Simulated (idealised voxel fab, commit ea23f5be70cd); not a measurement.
process module | voxel self aligned contacts
cross-section cut | 295 nm wide | cells 5 nm
A cross-section is a grid of square cells, given in bands from the top down. A band is one or more rows of cells.
Each band's line starts with the height of the band's top and of its bottom, in nm. Then come its materials from left to right, each with its width in nm. One material with "throughout" fills the band from edge to edge. "air" is empty space.
Height 0 is the level under which the wafer as received is all one material. The lowest band goes on downwards, as in "0 down".
A width such as "30 to 40" changes by the same amount from each row of cells to the next, from the band's top row to its bottom row.
"no change" after a step means that no cell of the cross-section changed.
closed voids: empty space of 8 cells or more with no open way to the top, each as width x height at its distance from the left edge, in nm
after a step's settings: what the simulator itself notes on the step
overlay nm, on a step with a mask: how far to the right of its planned place the mask lay; to the left if negative
plan
1 op RECEIVE | material Si
2 op CONFORMAL_DEP | material SiO2 | thk nm 5
3 op DIRECTIONAL_DEP | material polySi | thk nm 25
4 op DIRECTIONAL_DEP | material SiN | thk nm 20
5 op PATTERN | tone cover | mask id GATE | material resist | width nm 30 | pitch nm 75 | thk nm 15 | overlay nm 0
6 op DIRECTIONAL_ETCH | etch materials SiN | depth nm 10
7 op DIRECTIONAL_ETCH | etch materials polySi | depth nm 25
8 op STRIP | etch materials resist
9 op CONFORMAL_DEP | material SiN | thk nm 10
10 op DIRECTIONAL_ETCH | etch materials SiN | depth nm 10
11 op FILL_DEP | material SiO2 | thk nm 15
12 op CMP | height nm 55
13 op MASKED_ETCH | tone open | mask id CONTACT | width nm 55 | etch materials SiO2 | depth nm 55 | overlay nm 0
14 op CONFORMAL_DEP | material TiN | thk nm 5
15 op FILL_DEP | material Ru | thk nm 5
16 op CMP | height nm 55
17 op CONFORMAL_DEP | material SiN | thk nm 5
varied across the wafers: depth nm of step 6. The plan shows the first wafer's value. All wafers start alike
first wafer as received, after step 1
  0 down: Si throughout
  closed voids: none
each wafer at the end: cells of each material gained (+) or lost (-) since it was received, then its closed voids
depth nm 10 | +6 Ru | +217 SiN | +175 SiO2 | +15 TiN | +295 polySi | closed voids: none
depth nm 15 | +9 Ru | +178 SiN | +209 SiO2 | +17 TiN | +295 polySi | closed voids: none
depth nm 20 | +30 Ru | +179 SiN | +408 SiO2 | +31 TiN | +60 polySi | closed voids: none
depth nm 25 | +30 Ru | +179 SiN | +408 SiO2 | +31 TiN | +60 polySi | closed voids: none
depth nm 30 | +30 Ru | +179 SiN | +408 SiO2 | +31 TiN | +60 polySi | closed voids: none
depth nm 35 | +30 Ru | +179 SiN | +408 SiO2 | +31 TiN | +60 polySi | closed voids: none
